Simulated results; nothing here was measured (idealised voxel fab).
process module | voxel self aligned vias
cross-section cut | 155 nm wide | cells 5 nm
A cross-section is a grid of square cells, given in bands from the top down. A band is one or more rows of cells.
Each band's line starts with the height of the band's top and of its bottom, in nm. Then come its materials from left to right, each with its width in nm. One material with "throughout" fills the band from edge to edge. "air" is empty space.
Height 0 is the level under which the wafer as received is all one material. The lowest band goes on downwards, as in "0 down".
A width such as "30 to 40" changes by the same amount from each row of cells to the next, from the band's top row to its bottom row.
"no change" after a step means that no cell of the cross-section changed.
closed voids: empty space of 8 cells or more with no open way to the top, each as width x height at its distance from the left edge, in nm
after a step's settings: what the simulator itself notes on the step
overlay nm, on a step with a mask: how far to the right of its planned place the mask lay; to the left if negative
plan
1 op RECEIVE | material Si
2 op CONFORMAL_DEP | material SiO2 | thk nm 10
3 op CONFORMAL_DEP | material SiCN | thk nm 5
4 op DIRECTIONAL_DEP | material lowk | thk nm 25
5 op DIRECTIONAL_DEP | material aC | thk nm 15
6 op PATTERN | tone open | mask id LINES | material resist | width nm 20 | pitch nm 70 | thk nm 35 | overlay nm 0
7 op DIRECTIONAL_ETCH | etch materials aC | depth nm 15
8 op STRIP | etch materials resist
9 op DIRECTIONAL_ETCH | etch materials lowk | depth nm 25
10 op STRIP | etch materials aC
11 op CONFORMAL_DEP | material TiN | thk nm 5
12 op FILL_DEP | material Ru | thk nm 5
13 op CMP | height nm 40
14 op SELECTIVE_ETCH | etch materials W Ru TiN | depth nm 5
15 op FILL_DEP | material SiN | thk nm 10
16 op CMP | height nm 40
17 op DIRECTIONAL_DEP | material lowk | thk nm 15
18 op MASKED_ETCH | tone open | mask id VIAS | width nm 40 | etch materials lowk | depth nm 15 | overlay nm 0
19 op MASKED_ETCH | tone open | mask id VIAS | width nm 40 | etch materials SiN | depth nm 5 | overlay nm -5
20 op CONFORMAL_DEP | material TiN | thk nm 5
21 op FILL_DEP | material Cu | thk nm 10
22 op CMP | height nm 55
23 op CONFORMAL_DEP | material SiN | thk nm 5
varied across the wafers: overlay nm of step 19. The plan shows the first wafer's value. All wafers start alike
first wafer as received, after step 1
  0 down: Si throughout
  closed voids: none
each wafer at the end: cells of each material gained (+) or lost (-) since it was received, then its closed voids
overlay nm -5 | +14 Cu | +12 Ru | +31 SiCN | +35 SiN | +62 SiO2 | +34 TiN | +184 lowk | closed voids: none
overlay nm 0 | +14 Cu | +12 Ru | +31 SiCN | +35 SiN | +62 SiO2 | +34 TiN | +184 lowk | closed voids: none
overlay nm 5 | +14 Cu | +12 Ru | +31 SiCN | +35 SiN | +62 SiO2 | +34 TiN | +184 lowk | closed voids: none
overlay nm 10 | +14 Cu | +12 Ru | +31 SiCN | +35 SiN | +62 SiO2 | +34 TiN | +184 lowk | closed voids: none
overlay nm 15 | +13 Cu | +12 Ru | +31 SiCN | +36 SiN | +62 SiO2 | +34 TiN | +184 lowk | closed voids: none
